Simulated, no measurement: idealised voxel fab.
process module | voxel self aligned contacts
cross-section cut | 240 nm wide | cells 5 nm
A cross-section is a grid of square cells, given in bands from the top down. A band is one or more rows of cells.
Each band's line starts with the height of the band's top and of its bottom, in nm. Then come its materials from left to right, each with its width in nm. One material with "throughout" fills the band from edge to edge. "air" is empty space.
Height 0 is the level under which the wafer as received is all one material. The lowest band goes on downwards, as in "0 down".
A width such as "30 to 40" changes by the same amount from each row of cells to the next, from the band's top row to its bottom row.
"no change" after a step means that no cell of the cross-section changed.
closed voids: empty space of 8 cells or more with no open way to the top, each as width x height at its distance from the left edge, in nm
after a step's settings: what the simulator itself notes on the step
overlay nm, on a step with a mask: how far to the right of its planned place the mask lay; to the left if negative
plan
1 op RECEIVE | material Si
2 op OXIDIZE | depth nm 5
3 op DIRECTIONAL_DEP | material polySi | thk nm 20
4 op DIRECTIONAL_DEP | material SiN | thk nm 20
5 op DIRECTIONAL_DEP | material aC | thk nm 15
6 op PATTERN | tone cover | mask id GATE | material resist | width nm 30 | pitch nm 70 | thk nm 30 | overlay nm 0
7 op DIRECTIONAL_ETCH | etch materials aC | depth nm 15
8 op STRIP | etch materials resist
9 op DIRECTIONAL_ETCH | etch materials SiN | depth nm 20
10 op DIRECTIONAL_ETCH | etch materials polySi | depth nm 20
11 op STRIP | etch materials aC
12 op CONFORMAL_DEP | material SiN | thk nm 10
13 op DIRECTIONAL_ETCH | etch materials SiN | depth nm 10
14 op FILL_DEP | material SiO2 | thk nm 20
15 op CMP | height nm 50
16 op PATTERN | tone open | mask id CONTACT | material resist | width nm 50 | thk nm 20 | overlay nm -15
17 op DIRECTIONAL_ETCH | etch materials SiO2 | depth nm 55
18 op STRIP | etch materials resist
19 op CONFORMAL_DEP | material TiN | thk nm 5
20 op FILL_DEP | material W | thk nm 10
21 op CMP | height nm 50
22 op CONFORMAL_DEP | material SiCN | thk nm 5
varied across the wafers: overlay nm of step 16. The plan shows the first wafer's value. All wafers start alike
first wafer as received, after step 1
  0 down: Si throughout
  closed voids: none
each wafer at the end: cells of each material gained (+) or lost (-) since it was received, then its closed voids
overlay nm -15 | -48 Si | +48 SiCN | +112 SiN | +312 SiO2 | +30 TiN | +26 W | +48 polySi | closed voids: none
overlay nm -10 | -48 Si | +48 SiCN | +112 SiN | +312 SiO2 | +30 TiN | +26 W | +48 polySi | closed voids: none
overlay nm -5 | -48 Si | +48 SiCN | +112 SiN | +312 SiO2 | +30 TiN | +26 W | +48 polySi | closed voids: none
overlay nm 0 | -48 Si | +48 SiCN | +112 SiN | +312 SiO2 | +30 TiN | +26 W | +48 polySi | closed voids: none
overlay nm 5 | -48 Si | +48 SiCN | +112 SiN | +312 SiO2 | +30 TiN | +26 W | +48 polySi | closed voids: none
overlay nm 10 | -48 Si | +48 SiCN | +112 SiN | +312 SiO2 | +30 TiN | +26 W | +48 polySi | closed voids: none
overlay nm 15 | -48 Si | +48 SiCN | +112 SiN | +312 SiO2 | +30 TiN | +26 W | +48 polySi | closed voids: none
